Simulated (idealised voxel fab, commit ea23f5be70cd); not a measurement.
voxel capacitor over wiring: a process module
Cross-section cut spans 255 nm and uses square cells 5 nm in size.
Just so we're on the same page, the cross-sections are grids of square cells, and they're listed out in bands top to bottom, each band one or more rows deep.
Heights first: top, then bottom, in nm. Then materials, left to right, each with a width in nm. "all across" on a single material: fills the band edge to edge. "blank": empty space.
A quick word on heights: they are counted from 0, and under that level the wafer as it came to us is one material throughout. The lowest band is different from the rest in having no bottom; it simply continues downward, written as in "0 nm and below".
The notation "30..40" denotes a width that varies across the rows of cells in the band, beginning at the first number in the top row, finishing at the second number in the bottom row, and changing by an identical amount from each row to the next.
Take "changes: none" at face value: in the step it is given for, the cross-section changed in none of its cells.
Entry "Voids lacking openings" = empty spaces >= 8 cells with no open way to the top; each as width x height at distance, distance from left edge, all nm.
If you see something after the settings on a step's line, that's the simulator's own remark about that step.
If you see "overlay nm" on a step's line and that step has a mask, it's telling you how far right of where it was planned the mask ended up; a negative number means it went left instead.

SO HERE'S THE LINEUP OF PROCESS STEPS WE PLANNED
1) op RECEIVE | material Si
2) op CONFORMAL_DEP | material SiO2 | thk nm 15
3) op DIRECTIONAL_DEP | material TiN | thk nm 5
4) op DIRECTIONAL_DEP | material W | thk nm 20
5) op MASKED_ETCH | tone cover | mask id METAL_1 | width nm 20 | pitch nm 85 | etch materials W | depth nm 20 | overlay nm 0
6) op MASKED_ETCH | tone cover | mask id METAL_1 | width nm 20 | pitch nm 85 | etch materials TiN | depth nm 5 | overlay nm 0
7) op FILL_DEP | material lowk | thk nm 5
8) op CMP | height nm 40
9) op CONFORMAL_DEP | material SiCN | thk nm 5
10) op DIRECTIONAL_DEP | material lowk | thk nm 10
11) op DIRECTIONAL_DEP | material aC | thk nm 10
12) op PATTERN | tone open | mask id PLUG_1 | material resist | width nm 15 | thk nm 30 | overlay nm 0
13) op DIRECTIONAL_ETCH | etch materials aC | depth nm 10
14) op STRIP | etch materials resist
15) op DIRECTIONAL_ETCH | etch materials lowk | depth nm 10
16) op DIRECTIONAL_ETCH | etch materials SiCN | depth nm 5
17) op STRIP | etch materials aC
18) op EPI | material Ru | thk nm 10
19) op EPI | material Ru | thk nm 5
20) op DIRECTIONAL_DEP | material TiN | thk nm 10
21) op DIRECTIONAL_DEP | material Al2O3 | thk nm 5
22) op DIRECTIONAL_DEP | material TiN | thk nm 5
23) op DIRECTIONAL_DEP | material aC | thk nm 10
24) op PATTERN | tone cover | mask id UPPER_PLATE | material resist | width nm 70 | thk nm 25 | overlay nm 0
25) op DIRECTIONAL_ETCH | etch materials aC | depth nm 10
26) op STRIP | etch materials resist
27) op DIRECTIONAL_ETCH | etch materials TiN | depth nm 5
28) op DIRECTIONAL_ETCH | etch materials Al2O3 | depth nm 5
29) op STRIP | etch materials aC
30) op DIRECTIONAL_DEP | material aC | thk nm 15
31) op PATTERN | tone cover | mask id LOWER_PLATE | material resist | width nm 80 | thk nm 35 | overlay nm 0
32) op DIRECTIONAL_ETCH | etch materials aC | depth nm 15
33) op STRIP | etch materials resist
34) op DIRECTIONAL_ETCH | etch materials TiN | depth nm 10
35) op STRIP | etch materials aC
36) op FILL_DEP | material SiO2 | thk nm 15
37) op CMP | height nm 85
38) op MASKED_ETCH | tone open | mask id PLUG_2 | width nm 15 | etch materials SiO2 | depth nm 10 | overlay nm 0
39) op CONFORMAL_DEP | material TiN | thk nm 5
40) op FILL_DEP | material W | thk nm 5
41) op CMP | height nm 85
42) op CONFORMAL_DEP | material SiN | thk nm 5

OF TWO WAFERS, THE FIRST: RUN ACCORDING TO PLAN

CROSS-SECTION OF THE WAFER AT RECEIPT, WHICH IS THE CONDITION AFTER STEP 1
  0 nm and below | Si all across
  Voids lacking openings: none

UPON COMPLETION OF STEP 2, THE WAFER APPEARS IN CROSS-SECTION AS SHOWN
  15 nm to 0 nm | SiO2 all across
  Rest of section, below 0: as before.

UPON COMPLETION OF STEP 3, THE WAFER APPEARS IN CROSS-SECTION AS SHOWN
  20 nm to 15 nm | TiN all across
  Rest of section, below 15: as before.

UPON COMPLETION OF STEP 4, THE WAFER APPEARS IN CROSS-SECTION AS SHOWN
  40 nm to 20 nm | W all across
  Rest of section, below 20: as before.

UPON COMPLETION OF STEP 5, THE WAFER APPEARS IN CROSS-SECTION AS SHOWN
  40 nm to 20 nm | 75 of blank  20 of W  65 of blank  20 of W  75 of blank
  Rest of section, below 20: as before.

UPON COMPLETION OF STEP 6, THE WAFER APPEARS IN CROSS-SECTION AS SHOWN
  40 nm to 20 nm | 75 of blank  20 of W  65 of blank  20 of W  75 of blank
  20 nm to 15 nm | 75 of blank  20 of TiN  65 of blank  20 of TiN  75 of blank
  Rest of section, below 15: as before.

UPON COMPLETION OF STEP 7, THE WAFER APPEARS IN CROSS-SECTION AS SHOWN
  45 nm to 40 nm | lowk all across
  40 nm to 20 nm | 75 of lowk  20 of W  65 of lowk  20 of W  75 of lowk
  20 nm to 15 nm | 75 of lowk  20 of TiN  65 of lowk  20 of TiN  75 of lowk
  Rest of section, below 15: as before.

UPON COMPLETION OF STEP 8, THE WAFER APPEARS IN CROSS-SECTION AS SHOWN
  40 nm to 20 nm | 75 of lowk  20 of W  65 of lowk  20 of W  75 of lowk
  Rest of section, below 20: as before.

UPON COMPLETION OF STEP 9, THE WAFER APPEARS IN CROSS-SECTION AS SHOWN
  45 nm to 40 nm | SiCN all across
  Rest of section, below 40: as before.

UPON COMPLETION OF STEP 10, THE WAFER APPEARS IN CROSS-SECTION AS SHOWN
  55 nm to 45 nm | lowk all across
  Rest of section, below 45: as before.

UPON COMPLETION OF STEP 11, THE WAFER APPEARS IN CROSS-SECTION AS SHOWN
  65 nm to 55 nm | aC all across
  Rest of section, below 55: as before.

UPON COMPLETION OF STEP 12, THE WAFER APPEARS IN CROSS-SECTION AS SHOWN
  95 nm to 65 nm | 80 of resist  15 of blank  160 of resist
  Rest of section, below 65: as before.

UPON COMPLETION OF STEP 13, THE WAFER APPEARS IN CROSS-SECTION AS SHOWN
  85 nm to 65 nm | 80 of resist  15 of blank  160 of resist
  65 nm to 55 nm | 80 of aC  15 of blank  160 of aC
  Rest of section, below 55: as before.

UPON COMPLETION OF STEP 14, THE WAFER APPEARS IN CROSS-SECTION AS SHOWN
  65 nm to 55 nm | 80 of aC  15 of blank  160 of aC
  Rest of section, below 55: as before.

UPON COMPLETION OF STEP 15, THE WAFER APPEARS IN CROSS-SECTION AS SHOWN
  65 nm to 55 nm | 80 of aC  15 of blank  160 of aC
  55 nm to 45 nm | 80 of lowk  15 of blank  160 of lowk
  Rest of section, below 45: as before.

UPON COMPLETION OF STEP 16, THE WAFER APPEARS IN CROSS-SECTION AS SHOWN
  65 nm to 55 nm | 80 of aC  15 of blank  160 of aC
  55 nm to 45 nm | 80 of lowk  15 of blank  160 of lowk
  45 nm to 40 nm | 80 of SiCN  15 of blank  160 of SiCN
  Rest of section, below 40: as before.

UPON COMPLETION OF STEP 17, THE WAFER APPEARS IN CROSS-SECTION AS SHOWN
  55 nm to 45 nm | 80 of lowk  15 of blank  160 of lowk
  Rest of section, below 45: as before.

UPON COMPLETION OF STEP 18, THE WAFER APPEARS IN CROSS-SECTION AS SHOWN
  55 nm to 50 nm | 80 of lowk  15 of blank  160 of lowk
  50 nm to 45 nm | 80 of lowk  15 of Ru  160 of lowk
  45 nm to 40 nm | 80 of SiCN  15 of Ru  160 of SiCN
  Rest of section, below 40: as before.

UPON COMPLETION OF STEP 19, THE WAFER APPEARS IN CROSS-SECTION AS SHOWN
  55 nm to 45 nm | 80 of lowk  15 of Ru  160 of lowk
  Rest of section, below 45: as before.

UPON COMPLETION OF STEP 20, THE WAFER APPEARS IN CROSS-SECTION AS SHOWN
  65 nm to 55 nm | TiN all across
  Rest of section, below 55: as before.

UPON COMPLETION OF STEP 21, THE WAFER APPEARS IN CROSS-SECTION AS SHOWN
  70 nm to 65 nm | Al2O3 all across
  Rest of section, below 65: as before.

UPON COMPLETION OF STEP 22, THE WAFER APPEARS IN CROSS-SECTION AS SHOWN
  75 nm to 70 nm | TiN all across
  Rest of section, below 70: as before.

UPON COMPLETION OF STEP 23, THE WAFER APPEARS IN CROSS-SECTION AS SHOWN
  85 nm to 75 nm | aC all across
  Rest of section, below 75: as before.

UPON COMPLETION OF STEP 24, THE WAFER APPEARS IN CROSS-SECTION AS SHOWN
  110 nm to 85 nm | 80 of blank  70 of resist  105 of blank
  Rest of section, below 85: as before.

UPON COMPLETION OF STEP 25, THE WAFER APPEARS IN CROSS-SECTION AS SHOWN
  100 nm to 85 nm | 80 of blank  70 of resist  105 of blank
  85 nm to 75 nm | 80 of blank  70 of aC  105 of blank
  Rest of section, below 75: as before.

UPON COMPLETION OF STEP 26, THE WAFER APPEARS IN CROSS-SECTION AS SHOWN
  85 nm to 75 nm | 80 of blank  70 of aC  105 of blank
  Rest of section, below 75: as before.

UPON COMPLETION OF STEP 27, THE WAFER APPEARS IN CROSS-SECTION AS SHOWN
  85 nm to 75 nm | 80 of blank  70 of aC  105 of blank
  75 nm to 70 nm | 80 of blank  70 of TiN  105 of blank
  Rest of section, below 70: as before.

UPON COMPLETION OF STEP 28, THE WAFER APPEARS IN CROSS-SECTION AS SHOWN
  85 nm to 75 nm | 80 of blank  70 of aC  105 of blank
  75 nm to 70 nm | 80 of blank  70 of TiN  105 of blank
  70 nm to 65 nm | 80 of blank  70 of Al2O3  105 of blank
  Rest of section, below 65: as before.

UPON COMPLETION OF STEP 29, THE WAFER APPEARS IN CROSS-SECTION AS SHOWN
  75 nm to 70 nm | 80 of blank  70 of TiN  105 of blank
  Rest of section, below 70: as before.

UPON COMPLETION OF STEP 30, THE WAFER APPEARS IN CROSS-SECTION AS SHOWN
  90 nm to 80 nm | 80 of blank  70 of aC  105 of blank
  80 nm to 75 nm | aC all across
  75 nm to 70 nm | 80 of aC  70 of TiN  105 of aC
  70 nm to 65 nm | 80 of aC  70 of Al2O3  105 of aC
  Rest of section, below 65: as before.

UPON COMPLETION OF STEP 31, THE WAFER APPEARS IN CROSS-SECTION AS SHOWN
  125 nm to 90 nm | 75 of blank  80 of resist  100 of blank
  90 nm to 80 nm | 75 of blank  5 of resist  70 of aC  5 of resist  100 of blank
  Rest of section, below 80: as before.

UPON COMPLETION OF STEP 32, THE WAFER APPEARS IN CROSS-SECTION AS SHOWN
  110 nm to 90 nm | 75 of blank  80 of resist  100 of blank
  90 nm to 80 nm | 75 of blank  5 of resist  70 of aC  5 of resist  100 of blank
  80 nm to 75 nm | 75 of blank  80 of aC  100 of blank
  75 nm to 70 nm | 75 of blank  5 of aC  70 of TiN  5 of aC  100 of blank
  70 nm to 65 nm | 75 of blank  5 of aC  70 of Al2O3  5 of aC  100 of blank
  Rest of section, below 65: as before.

UPON COMPLETION OF STEP 33, THE WAFER APPEARS IN CROSS-SECTION AS SHOWN
  90 nm to 80 nm | 80 of blank  70 of aC  105 of blank
  Rest of section, below 80: as before.

UPON COMPLETION OF STEP 34, THE WAFER APPEARS IN CROSS-SECTION AS SHOWN
  90 nm to 80 nm | 80 of blank  70 of aC  105 of blank
  80 nm to 75 nm | 75 of blank  80 of aC  100 of blank
  75 nm to 70 nm | 75 of blank  5 of aC  70 of TiN  5 of aC  100 of blank
  70 nm to 65 nm | 75 of blank  5 of aC  70 of Al2O3  5 of aC  100 of blank
  65 nm to 55 nm | 75 of blank  80 of TiN  100 of blank
  Rest of section, below 55: as before.

UPON COMPLETION OF STEP 35, THE WAFER APPEARS IN CROSS-SECTION AS SHOWN
  75 nm to 70 nm | 80 of blank  70 of TiN  105 of blank
  70 nm to 65 nm | 80 of blank  70 of Al2O3  105 of blank
  Rest of section, below 65: as before.

UPON COMPLETION OF STEP 36, THE WAFER APPEARS IN CROSS-SECTION AS SHOWN
  90 nm to 75 nm | SiO2 all across
  75 nm to 70 nm | 80 of SiO2  70 of TiN  105 of SiO2
  70 nm to 65 nm | 80 of SiO2  70 of Al2O3  105 of SiO2
  65 nm to 55 nm | 75 of SiO2  80 of TiN  100 of SiO2
  Rest of section, below 55: as before.

UPON COMPLETION OF STEP 37, THE WAFER APPEARS IN CROSS-SECTION AS SHOWN
  85 nm to 75 nm | SiO2 all across
  Rest of section, below 75: as before.

UPON COMPLETION OF STEP 38, THE WAFER APPEARS IN CROSS-SECTION AS SHOWN
  85 nm to 75 nm | 90 of SiO2  15 of blank  150 of SiO2
  Rest of section, below 75: as before.

UPON COMPLETION OF STEP 39, THE WAFER APPEARS IN CROSS-SECTION AS SHOWN
  90 nm to 85 nm | 95 of TiN  5 of blank  155 of TiN
  85 nm to 80 nm | 90 of SiO2  5 of TiN  5 of blank  5 of TiN  150 of SiO2
  80 nm to 70 nm | 90..80 of SiO2  15..70 of TiN  150..105 of SiO2
  Rest of section, below 70: as before.

UPON COMPLETION OF STEP 40, THE WAFER APPEARS IN CROSS-SECTION AS SHOWN
  95 nm to 90 nm | W all across
  90 nm to 85 nm | 95 of TiN  5 of W  155 of TiN
  85 nm to 80 nm | 90 of SiO2  5 of TiN  5 of W  5 of TiN  150 of SiO2
  Rest of section, below 80: as before.

UPON COMPLETION OF STEP 41, THE WAFER APPEARS IN CROSS-SECTION AS SHOWN
  85 nm to 80 nm | 90 of SiO2  5 of TiN  5 of W  5 of TiN  150 of SiO2
  Rest of section, below 80: as before.

UPON COMPLETION OF STEP 42, THE WAFER APPEARS IN CROSS-SECTION AS SHOWN
  90 nm to 85 nm | SiN all across
  Rest of section, below 85: as before.

WAFER TWO OF THE PAIR: SAME ORIGIN, SAME PLAN, ONE ERROR DURING THE RUN; IDENTICAL TO WAFER ONE UP TO AND INCLUDING STEP 17

X-SECTION, SECOND WAFER, WHEN STEP 18 WAS DUE TO FINISH
  60 nm to 55 nm | 75 of blank  25 of Ru  155 of blank
  55 nm to 45 nm | 80 of lowk  15 of Ru  160 of lowk
  45 nm to 40 nm | 80 of SiCN  15 of Ru  160 of SiCN
  Rest of section, below 40: as before.

X-SECTION, SECOND WAFER, WHEN STEP 19 WAS DUE TO FINISH
  65 nm to 55 nm | 70 of blank  35 of Ru  150 of blank
  Rest of section, below 55: as before.

X-SECTION, SECOND WAFER, WHEN STEP 20 WAS DUE TO FINISH
  75 nm to 65 nm | 70 of blank  35 of TiN  150 of blank
  65 nm to 55 nm | 70 of TiN  35 of Ru  150 of TiN
  Rest of section, below 55: as before.

X-SECTION, SECOND WAFER, WHEN STEP 21 WAS DUE TO FINISH
  80 nm to 75 nm | 70 of blank  35 of Al2O3  150 of blank
  75 nm to 70 nm | 70 of blank  35 of TiN  150 of blank
  70 nm to 65 nm | 70 of Al2O3  35 of TiN  150 of Al2O3
  Rest of section, below 65: as before.

X-SECTION, SECOND WAFER, WHEN STEP 22 WAS DUE TO FINISH
  85 nm to 80 nm | 70 of blank  35 of TiN  150 of blank
  80 nm to 75 nm | 70 of blank  35 of Al2O3  150 of blank
  75 nm to 70 nm | TiN all across
  Rest of section, below 70: as before.

X-SECTION, SECOND WAFER, WHEN STEP 23 WAS DUE TO FINISH
  95 nm to 85 nm | 70 of blank  35 of aC  150 of blank
  85 nm to 80 nm | 70 of aC  35 of TiN  150 of aC
  80 nm to 75 nm | 70 of aC  35 of Al2O3  150 of aC
  Rest of section, below 75: as before.

X-SECTION, SECOND WAFER, WHEN STEP 24 WAS DUE TO FINISH
  120 nm to 95 nm | 80 of blank  70 of resist  105 of blank
  95 nm to 85 nm | 70 of blank  35 of aC  45 of resist  105 of blank
  Rest of section, below 85: as before.

X-SECTION, SECOND WAFER, WHEN STEP 25 WAS DUE TO FINISH
  110 nm to 95 nm | 80 of blank  70 of resist  105 of blank
  95 nm to 85 nm | 80 of blank  25 of aC  45 of resist  105 of blank
  85 nm to 80 nm | 70 of blank  35 of TiN  45 of aC  105 of blank
  80 nm to 75 nm | 70 of blank  35 of Al2O3  45 of aC  105 of blank
  Rest of section, below 75: as before.

X-SECTION, SECOND WAFER, WHEN STEP 26 WAS DUE TO FINISH
  95 nm to 85 nm | 80 of blank  25 of aC  150 of blank
  Rest of section, below 85: as before.

X-SECTION, SECOND WAFER, WHEN STEP 27 WAS DUE TO FINISH
  95 nm to 85 nm | 80 of blank  25 of aC  150 of blank
  85 nm to 80 nm | 80 of blank  25 of TiN  45 of aC  105 of blank
  80 nm to 75 nm | 70 of blank  35 of Al2O3  45 of aC  105 of blank
  75 nm to 70 nm | 70 of blank  80 of TiN  105 of blank
  Rest of section, below 70: as before.

X-SECTION, SECOND WAFER, WHEN STEP 28 WAS DUE TO FINISH
  95 nm to 85 nm | 80 of blank  25 of aC  150 of blank
  85 nm to 80 nm | 80 of blank  25 of TiN  45 of aC  105 of blank
  80 nm to 75 nm | 80 of blank  25 of Al2O3  45 of aC  105 of blank
  75 nm to 70 nm | 70 of blank  80 of TiN  105 of blank
  70 nm to 65 nm | 70 of blank  35 of TiN  45 of Al2O3  105 of blank
  Rest of section, below 65: as before.

X-SECTION, SECOND WAFER, WHEN STEP 29 WAS DUE TO FINISH
  85 nm to 80 nm | 80 of blank  25 of TiN  150 of blank
  80 nm to 75 nm | 80 of blank  25 of Al2O3  150 of blank
  Rest of section, below 75: as before.

X-SECTION, SECOND WAFER, WHEN STEP 30 WAS DUE TO FINISH
  100 nm to 90 nm | 80 of blank  25 of aC  150 of blank
  90 nm to 85 nm | 70 of blank  80 of aC  105 of blank
  85 nm to 80 nm | 70 of blank  10 of aC  25 of TiN  45 of aC  105 of blank
  80 nm to 75 nm | 80 of aC  25 of Al2O3  150 of aC
  75 nm to 70 nm | 70 of aC  80 of TiN  105 of aC
  70 nm to 65 nm | 70 of aC  35 of TiN  45 of Al2O3  105 of aC
  Rest of section, below 65: as before.

X-SECTION, SECOND WAFER, WHEN STEP 31 WAS DUE TO FINISH
  135 nm to 100 nm | 75 of blank  80 of resist  100 of blank
  100 nm to 90 nm | 75 of blank  5 of resist  25 of aC  50 of resist  100 of blank
  90 nm to 85 nm | 70 of blank  80 of aC  5 of resist  100 of blank
  85 nm to 80 nm | 70 of blank  10 of aC  25 of TiN  45 of aC  5 of resist  100 of blank
  Rest of section, below 80: as before.

X-SECTION, SECOND WAFER, WHEN STEP 32 WAS DUE TO FINISH
  120 nm to 100 nm | 75 of blank  80 of resist  100 of blank
  100 nm to 90 nm | 75 of blank  5 of resist  25 of aC  50 of resist  100 of blank
  90 nm to 85 nm | 75 of blank  75 of aC  5 of resist  100 of blank
  85 nm to 80 nm | 75 of blank  5 of aC  25 of TiN  45 of aC  5 of resist  100 of blank
  80 nm to 75 nm | 75 of blank  5 of aC  25 of Al2O3  50 of aC  100 of blank
  75 nm to 70 nm | 70 of blank  80 of TiN  5 of aC  100 of blank
  70 nm to 65 nm | 70 of blank  35 of TiN  45 of Al2O3  5 of aC  100 of blank
  Rest of section, below 65: as before.

X-SECTION, SECOND WAFER, WHEN STEP 33 WAS DUE TO FINISH
  100 nm to 90 nm | 80 of blank  25 of aC  150 of blank
  90 nm to 85 nm | 75 of blank  75 of aC  105 of blank
  85 nm to 80 nm | 75 of blank  5 of aC  25 of TiN  45 of aC  105 of blank
  Rest of section, below 80: as before.

X-SECTION, SECOND WAFER, WHEN STEP 34 WAS DUE TO FINISH
  100 nm to 90 nm | 80 of blank  25 of aC  150 of blank
  90 nm to 85 nm | 75 of blank  75 of aC  105 of blank
  85 nm to 80 nm | 75 of blank  5 of aC  25 of TiN  45 of aC  105 of blank
  80 nm to 75 nm | 75 of blank  5 of aC  25 of Al2O3  50 of aC  100 of blank
  75 nm to 70 nm | 75 of blank  75 of TiN  5 of aC  100 of blank
  70 nm to 65 nm | 75 of blank  30 of TiN  45 of Al2O3  5 of aC  100 of blank
  65 nm to 55 nm | 70 of blank  35 of Ru  50 of TiN  100 of blank
  Rest of section, below 55: as before.

X-SECTION, SECOND WAFER, WHEN STEP 35 WAS DUE TO FINISH
  85 nm to 80 nm | 80 of blank  25 of TiN  150 of blank
  80 nm to 75 nm | 80 of blank  25 of Al2O3  150 of blank
  75 nm to 70 nm | 75 of blank  75 of TiN  105 of blank
  70 nm to 65 nm | 75 of blank  30 of TiN  45 of Al2O3  105 of blank
  Rest of section, below 65: as before.

X-SECTION, SECOND WAFER, WHEN STEP 36 WAS DUE TO FINISH
  100 nm to 85 nm | SiO2 all across
  85 nm to 80 nm | 80 of SiO2  25 of TiN  150 of SiO2
  80 nm to 75 nm | 80 of SiO2  25 of Al2O3  150 of SiO2
  75 nm to 70 nm | 75 of SiO2  75 of TiN  105 of SiO2
  70 nm to 65 nm | 75 of SiO2  30 of TiN  45 of Al2O3  105 of SiO2
  65 nm to 55 nm | 70 of SiO2  35 of Ru  50 of TiN  100 of SiO2
  Rest of section, below 55: as before.

X-SECTION, SECOND WAFER, WHEN STEP 37 WAS DUE TO FINISH
  85 nm to 80 nm | 80 of SiO2  25 of TiN  150 of SiO2
  Rest of section, below 80: as before.

X-section, second wafer, when step 38 was due to finish: changes: none

X-SECTION, SECOND WAFER, WHEN STEP 39 WAS DUE TO FINISH
  90 nm to 85 nm | TiN all across
  Rest of section, below 85: as before.

X-SECTION, SECOND WAFER, WHEN STEP 40 WAS DUE TO FINISH
  95 nm to 90 nm | W all across
  Rest of section, below 90: as before.

X-SECTION, SECOND WAFER, WHEN STEP 41 WAS DUE TO FINISH
  85 nm to 80 nm | 80 of SiO2  25 of TiN  150 of SiO2
  Rest of section, below 80: as before.

X-SECTION, SECOND WAFER, WHEN STEP 42 WAS DUE TO FINISH
  90 nm to 85 nm | SiN all across
  Rest of section, below 85: as before.
Error vs. plan: the plan had its step 18 run twice
Final wafer comparison in cells, second versus first, more or fewer per material: 14 more of Ru; 8 fewer of SiO2; 5 fewer of TiN; 1 fewer of W
